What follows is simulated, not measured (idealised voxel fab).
Name of the process module below: voxel wiring stack
270 nm wide, 5 nm square cells: that's cross-section cut.
A cross-section in this document is a grid of square cells, and it is written down as bands, the top band listed before the ones below it; a band is made up of one or more rows of cells. Band entry format. Leading values: height of top, height of bottom, nm. Remainder: materials in left-to-right order, each with its width in nm. Special words: "edge to edge" on a single material, which then fills the band edge to edge; "air", empty space. Heights are reckoned from 0. Under this level, the received wafer is all of one material. The bottommost band is open-ended downward, for example "top 0, no bottom". Graded width ("30->40"): value in top row of band = first number; value in bottom row = second number; row-to-row change constant. "stayed the same", as given for a step, is the statement that not any cell of the cross-section underwent a change during that step. So "Closed void catalog" is basically the list of trapped voids: any empty space of 8 cells or more that can't reach the top through an opening. They're written width x height at distance, the distance being from the left edge, and it's all nm. Text after the settings on a step's line: the simulator's own remark on that step. overlay nm: step with mask; distance mask lay right of planned place; negative value = left of planned place.

THE STEPS PLANNED FOR THE PROCESS ARE AS FOLLOWS
1. RECEIVE [material Si]
2. CONFORMAL_DEP [material SiO2] [thk nm 15]
3. CONFORMAL_DEP [material SiN] [thk nm 5]
4. DIRECTIONAL_DEP [material SiO2] [thk nm 20]
5. DIRECTIONAL_DEP [material aC] [thk nm 10]
6. PATTERN [tone open] [mask id METAL_1] [material resist] [width nm 30] [pitch nm 55] [thk nm 30] [overlay nm 0]
7. DIRECTIONAL_ETCH [etch materials aC] [depth nm 10]
8. STRIP [etch materials resist]
9. DIRECTIONAL_ETCH [etch materials SiO2] [depth nm 20]
10. DIRECTIONAL_ETCH [etch materials SiN] [depth nm 5]
11. STRIP [etch materials aC]
12. CONFORMAL_DEP [material TiN] [thk nm 5]
13. FILL_DEP [material Cu] [thk nm 10]
14. CMP [height nm 40]
15. CONFORMAL_DEP [material SiCN] [thk nm 5]
16. DIRECTIONAL_DEP [material lowk] [thk nm 25]
17. PATTERN [tone open] [mask id METAL_2] [material resist] [width nm 30] [pitch nm 55] [thk nm 15] [overlay nm 0]
18. DIRECTIONAL_ETCH [etch materials lowk] [depth nm 15]
19. STRIP [etch materials resist]
20. PATTERN [tone open] [mask id METAL_2_HOLES] [material resist] [width nm 15] [pitch nm 110] [thk nm 15] [overlay nm 0]
21. DIRECTIONAL_ETCH [etch materials lowk] [depth nm 10]
22. DIRECTIONAL_ETCH [etch materials SiCN] [depth nm 5]
23. STRIP [etch materials resist]
24. CONFORMAL_DEP [material TiN] [thk nm 5]
25. FILL_DEP [material Ru] [thk nm 10]
26. CMP [height nm 70]
27. CONFORMAL_DEP [material SiN] [thk nm 5]

SO, THE FIRST OF OUR TWO WAFERS, RUN JUST AS WE PLANNED IT

CROSS-SECTION, INCOMING MATERIAL, AFTER STEP 1
	top 0, no bottom  Si edge to edge
	Closed void catalog: none

SO THIS IS THE WAFER CROSS-SECTION RIGHT AFTER STEP 2
	top 15, bottom 0  SiO2 edge to edge
	Under 0: no change, same as before.

SO THIS IS THE WAFER CROSS-SECTION RIGHT AFTER STEP 3
	top 20, bottom 15  SiN edge to edge
	Under 15: no change, same as before.

SO THIS IS THE WAFER CROSS-SECTION RIGHT AFTER STEP 4
	top 40, bottom 20  SiO2 edge to edge
	Under 20: no change, same as before.

SO THIS IS THE WAFER CROSS-SECTION RIGHT AFTER STEP 5
	top 50, bottom 40  aC edge to edge
	Under 40: no change, same as before.

SO THIS IS THE WAFER CROSS-SECTION RIGHT AFTER STEP 6
	top 80, bottom 50  resist 65, then air 30, then resist 25, then air 30, then resist 25, then air 30, then resist 65
	Under 50: no change, same as before.

SO THIS IS THE WAFER CROSS-SECTION RIGHT AFTER STEP 7
	top 70, bottom 50  resist 65, then air 30, then resist 25, then air 30, then resist 25, then air 30, then resist 65
	top 50, bottom 40  aC 65, then air 30, then aC 25, then air 30, then aC 25, then air 30, then aC 65
	Under 40: no change, same as before.

SO THIS IS THE WAFER CROSS-SECTION RIGHT AFTER STEP 8
	top 50, bottom 40  aC 65, then air 30, then aC 25, then air 30, then aC 25, then air 30, then aC 65
	Under 40: no change, same as before.

SO THIS IS THE WAFER CROSS-SECTION RIGHT AFTER STEP 9
	top 50, bottom 40  aC 65, then air 30, then aC 25, then air 30, then aC 25, then air 30, then aC 65
	top 40, bottom 20  SiO2 65, then air 30, then SiO2 25, then air 30, then SiO2 25, then air 30, then SiO2 65
	Under 20: no change, same as before.

SO THIS IS THE WAFER CROSS-SECTION RIGHT AFTER STEP 10
	top 50, bottom 40  aC 65, then air 30, then aC 25, then air 30, then aC 25, then air 30, then aC 65
	top 40, bottom 20  SiO2 65, then air 30, then SiO2 25, then air 30, then SiO2 25, then air 30, then SiO2 65
	top 20, bottom 15  SiN 65, then air 30, then SiN 25, then air 30, then SiN 25, then air 30, then SiN 65
	Under 15: no change, same as before.

SO THIS IS THE WAFER CROSS-SECTION RIGHT AFTER STEP 11
	top 40, bottom 20  SiO2 65, then air 30, then SiO2 25, then air 30, then SiO2 25, then air 30, then SiO2 65
	Under 20: no change, same as before.

SO THIS IS THE WAFER CROSS-SECTION RIGHT AFTER STEP 12
	top 45, bottom 40  TiN 70, then air 20, then TiN 35, then air 20, then TiN 35, then air 20, then TiN 70
	top 40, bottom 20  SiO2 65, then TiN 5, then air 20, then TiN 5, then SiO2 25, then TiN 5, then air 20, then TiN 5, then SiO2 25, then TiN 5, then air 20, then TiN 5, then SiO2 65
	top 20, bottom 15  SiN 65, then TiN 30, then SiN 25, then TiN 30, then SiN 25, then TiN 30, then SiN 65
	Under 15: no change, same as before.

SO THIS IS THE WAFER CROSS-SECTION RIGHT AFTER STEP 13
	top 55, bottom 45  Cu edge to edge
	top 45, bottom 40  TiN 70, then Cu 20, then TiN 35, then Cu 20, then TiN 35, then Cu 20, then TiN 70
	top 40, bottom 20  SiO2 65, then TiN 5, then Cu 20, then TiN 5, then SiO2 25, then TiN 5, then Cu 20, then TiN 5, then SiO2 25, then TiN 5, then Cu 20, then TiN 5, then SiO2 65
	Under 20: no change, same as before.

SO THIS IS THE WAFER CROSS-SECTION RIGHT AFTER STEP 14
	top 40, bottom 20  SiO2 65, then TiN 5, then Cu 20, then TiN 5, then SiO2 25, then TiN 5, then Cu 20, then TiN 5, then SiO2 25, then TiN 5, then Cu 20, then TiN 5, then SiO2 65
	Under 20: no change, same as before.

SO THIS IS THE WAFER CROSS-SECTION RIGHT AFTER STEP 15
	top 45, bottom 40  SiCN edge to edge
	Under 40: no change, same as before.

SO THIS IS THE WAFER CROSS-SECTION RIGHT AFTER STEP 16
	top 70, bottom 45  lowk edge to edge
	Under 45: no change, same as before.

SO THIS IS THE WAFER CROSS-SECTION RIGHT AFTER STEP 17
	top 85, bottom 70  resist 65, then air 30, then resist 25, then air 30, then resist 25, then air 30, then resist 65
	Under 70: no change, same as before.

SO THIS IS THE WAFER CROSS-SECTION RIGHT AFTER STEP 18
	top 85, bottom 70  resist 65, then air 30, then resist 25, then air 30, then resist 25, then air 30, then resist 65
	top 70, bottom 55  lowk 65, then air 30, then lowk 25, then air 30, then lowk 25, then air 30, then lowk 65
	Under 55: no change, same as before.

SO THIS IS THE WAFER CROSS-SECTION RIGHT AFTER STEP 19
	top 70, bottom 55  lowk 65, then air 30, then lowk 25, then air 30, then lowk 25, then air 30, then lowk 65
	Under 55: no change, same as before.

SO THIS IS THE WAFER CROSS-SECTION RIGHT AFTER STEP 20
	top 85, bottom 70  resist 65, then air 15, then resist 95, then air 15, then resist 80
	top 70, bottom 55  lowk 65, then air 15, then resist 15, then lowk 25, then resist 30, then lowk 25, then air 15, then resist 15, then lowk 65
	Under 55: no change, same as before.

SO THIS IS THE WAFER CROSS-SECTION RIGHT AFTER STEP 21
	top 85, bottom 70  resist 65, then air 15, then resist 95, then air 15, then resist 80
	top 70, bottom 55  lowk 65, then air 15, then resist 15, then lowk 25, then resist 30, then lowk 25, then air 15, then resist 15, then lowk 65
	top 55, bottom 45  lowk 65, then air 15, then lowk 95, then air 15, then lowk 80
	Under 45: no change, same as before.

SO THIS IS THE WAFER CROSS-SECTION RIGHT AFTER STEP 22
	top 85, bottom 70  resist 65, then air 15, then resist 95, then air 15, then resist 80
	top 70, bottom 55  lowk 65, then air 15, then resist 15, then lowk 25, then resist 30, then lowk 25, then air 15, then resist 15, then lowk 65
	top 55, bottom 45  lowk 65, then air 15, then lowk 95, then air 15, then lowk 80
	top 45, bottom 40  SiCN 65, then air 15, then SiCN 95, then air 15, then SiCN 80
	Under 40: no change, same as before.

SO THIS IS THE WAFER CROSS-SECTION RIGHT AFTER STEP 23
	top 70, bottom 55  lowk 65, then air 30, then lowk 25, then air 30, then lowk 25, then air 30, then lowk 65
	Under 55: no change, same as before.

SO THIS IS THE WAFER CROSS-SECTION RIGHT AFTER STEP 24
	top 75, bottom 70  TiN 70, then air 20, then TiN 35, then air 20, then TiN 35, then air 20, then TiN 70
	top 70, bottom 60  lowk 65, then TiN 5, then air 20, then TiN 5, then lowk 25, then TiN 5, then air 20, then TiN 5, then lowk 25, then TiN 5, then air 20, then TiN 5, then lowk 65
	top 60, bottom 55  lowk 65, then TiN 5, then air 5, then TiN 20, then lowk 25, then TiN 30, then lowk 25, then TiN 5, then air 5, then TiN 20, then lowk 65
	top 55, bottom 45  lowk 65, then TiN 5, then air 5, then TiN 5, then lowk 95, then TiN 5, then air 5, then TiN 5, then lowk 80
	top 45, bottom 40  SiCN 65, then TiN 15, then SiCN 95, then TiN 15, then SiCN 80
	Under 40: no change, same as before.

SO THIS IS THE WAFER CROSS-SECTION RIGHT AFTER STEP 25
	top 85, bottom 75  Ru edge to edge
	top 75, bottom 70  TiN 70, then Ru 20, then TiN 35, then Ru 20, then TiN 35, then Ru 20, then TiN 70
	top 70, bottom 60  lowk 65, then TiN 5, then Ru 20, then TiN 5, then lowk 25, then TiN 5, then Ru 20, then TiN 5, then lowk 25, then TiN 5, then Ru 20, then TiN 5, then lowk 65
	top 60, bottom 55  lowk 65, then TiN 5, then Ru 5, then TiN 20, then lowk 25, then TiN 30, then lowk 25, then TiN 5, then Ru 5, then TiN 20, then lowk 65
	top 55, bottom 45  lowk 65, then TiN 5, then Ru 5, then TiN 5, then lowk 95, then TiN 5, then Ru 5, then TiN 5, then lowk 80
	Under 45: no change, same as before.

SO THIS IS THE WAFER CROSS-SECTION RIGHT AFTER STEP 26
	top 70, bottom 60  lowk 65, then TiN 5, then Ru 20, then TiN 5, then lowk 25, then TiN 5, then Ru 20, then TiN 5, then lowk 25, then TiN 5, then Ru 20, then TiN 5, then lowk 65
	Under 60: no change, same as before.

SO THIS IS THE WAFER CROSS-SECTION RIGHT AFTER STEP 27
	top 75, bottom 70  SiN edge to edge
	Under 70: no change, same as before.

THE SECOND WAFER WAS PREPARED FROM THE SAME STARTING POINT AND UNDER THE SAME PLAN AS THE FIRST; ITS PROCESSING CONTAINED ONE MISTAKE, AND IT REMAINS INDISTINGUISHABLE FROM THE FIRST WAFER UP TO AND INCLUDING STEP 25

Second wafer cross-section, taken as of the time the plan sets for step 26 to be done: stayed the same

SECOND WAFER CROSS-SECTION, TAKEN AS OF THE TIME THE PLAN SETS FOR STEP 27 TO BE DONE
	top 90, bottom 85  SiN edge to edge
	Under 85: no change, same as before.
Run error: plan step 26 never ran because it was skipped
In the final state, the cell counts of the second wafer exceed or fall short of those of the first for the following materials: Ru +120; TiN +42
